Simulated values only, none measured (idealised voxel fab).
The document below concerns the process module designated voxel gate over fins.
The cross-section on display is named cut; it measures 225 nm wide, and its cells are 5 nm squares.
A cross-section in this document is a grid of square cells, and it is written down as bands, the top band listed before the ones below it; a band is made up of one or more rows of cells.
It is stipulated that each band's entry specify, in nanometres, the height of the top of the band and then that of its bottom, followed by the materials of the band in left-to-right sequence, each together with its width in nanometres. A single material marked by the word "throughout" is understood to fill the band from edge to edge; the word "air" is understood to denote empty space.
Height is counted from the level 0, under which the received wafer is composed throughout of one material. The lowest of the bands is not closed at the bottom but continues downward, in the notation "0 down".
Graded width ("30..40"): value in top row of band = first number; value in bottom row = second number; row-to-row change constant.
You'll sometimes find "same as before" written for a step, and that's the way of saying that nowhere in the cross-section did a cell change during that step.
"Closed void catalog" lists enclosed empty spaces (at least 8 cells, no open path upward to the top), each as width x height at distance from the left edge, in nm.
Heads up: the bit after the settings on a step's line is the simulator's remark on that step.
Regarding "overlay nm": on a step with a mask, it is the distance the mask lay to the right of its planned place; a negative value places it to the left.

## plan
1) RECEIVE (material Si)
2) CONFORMAL_DEP (material SiN; thk nm 5)
3) PATTERN (tone cover; mask id FINS; material resist; width nm 15; pitch nm 35; thk nm 15; overlay nm 0)
4) DIRECTIONAL_ETCH (etch materials SiN; depth nm 5)
5) DIRECTIONAL_ETCH (etch materials Si; depth nm 40)
6) STRIP (etch materials resist)
7) OXIDIZE (depth nm 5)
8) FILL_DEP (material SiO2; thk nm 15)
9) CMP (height nm 5)
10) SELECTIVE_ETCH (etch materials SiO2; depth nm 20)
11) STRIP (etch materials SiN)
12) CONFORMAL_DEP (material HfO2; thk nm 5)
13) CONFORMAL_DEP (material TiN; thk nm 5)
14) FILL_DEP (material W; thk nm 15)
15) CMP (height nm 20)
16) CONFORMAL_DEP (material SiCN; thk nm 5)

## Cross-section of the wafer upon arrival, representing the state reached after step 1
  0 down  Si throughout
  Closed void catalog: none

## Looking at the first of two wafers in cross-section at end of module - ran to plan
  25 to 20  SiCN throughout
  20 to 10  W throughout
  10 to 5  W 65 nm, then TiN 25 nm, then W 10 nm, then TiN 25 nm, then W 10 nm, then TiN 25 nm, then W 65 nm
  5 to 0  W 65 nm, then TiN 5 nm, then HfO2 15 nm, then TiN 5 nm, then W 10 nm, then TiN 5 nm, then HfO2 15 nm, then TiN 5 nm, then W 10 nm, then TiN 5 nm, then HfO2 15 nm, then TiN 5 nm, then W 65 nm
  0 to -5  W 65 nm, then TiN 5 nm, then HfO2 5 nm, then Si 5 nm, then HfO2 5 nm, then TiN 5 nm, then W 10 nm, then TiN 5 nm, then HfO2 5 nm, then Si 5 nm, then HfO2 5 nm, then TiN 5 nm, then W 10 nm, then TiN 5 nm, then HfO2 5 nm, then Si 5 nm, then HfO2 5 nm, then TiN 5 nm, then W 65 nm
  -5 to -10  TiN 70 nm, then HfO2 5 nm, then Si 5 nm, then HfO2 5 nm, then TiN 20 nm, then HfO2 5 nm, then Si 5 nm, then HfO2 5 nm, then TiN 20 nm, then HfO2 5 nm, then Si 5 nm, then HfO2 5 nm, then TiN 70 nm
  -10 to -15  HfO2 75 nm, then Si 5 nm, then HfO2 30 nm, then Si 5 nm, then HfO2 30 nm, then Si 5 nm, then HfO2 75 nm
  -15 to -45  SiO2 75 nm, then Si 5 nm, then SiO2 30 nm, then Si 5 nm, then SiO2 30 nm, then Si 5 nm, then SiO2 75 nm
  -45 down  Si throughout
  Closed void catalog: none

## Wafer two, sectioned after the module: the first wafer's start, the first wafer's plan, and one mistake in how it was run
  25 to 20  SiCN throughout
  20 to 10  W throughout
  10 to 5  TiN throughout
  5 to 0  HfO2 throughout
  0 to -45  SiO2 75 nm, then Si 5 nm, then SiO2 30 nm, then Si 5 nm, then SiO2 30 nm, then Si 5 nm, then SiO2 75 nm
  -45 down  Si throughout
  Closed void catalog: none
Error vs. plan: plan step 9 skipped
End check, counted in cells, second wafer has more or fewer of these materials than the first: 18 fewer of HfO2; 126 more of SiO2; 18 fewer of TiN; 90 fewer of W
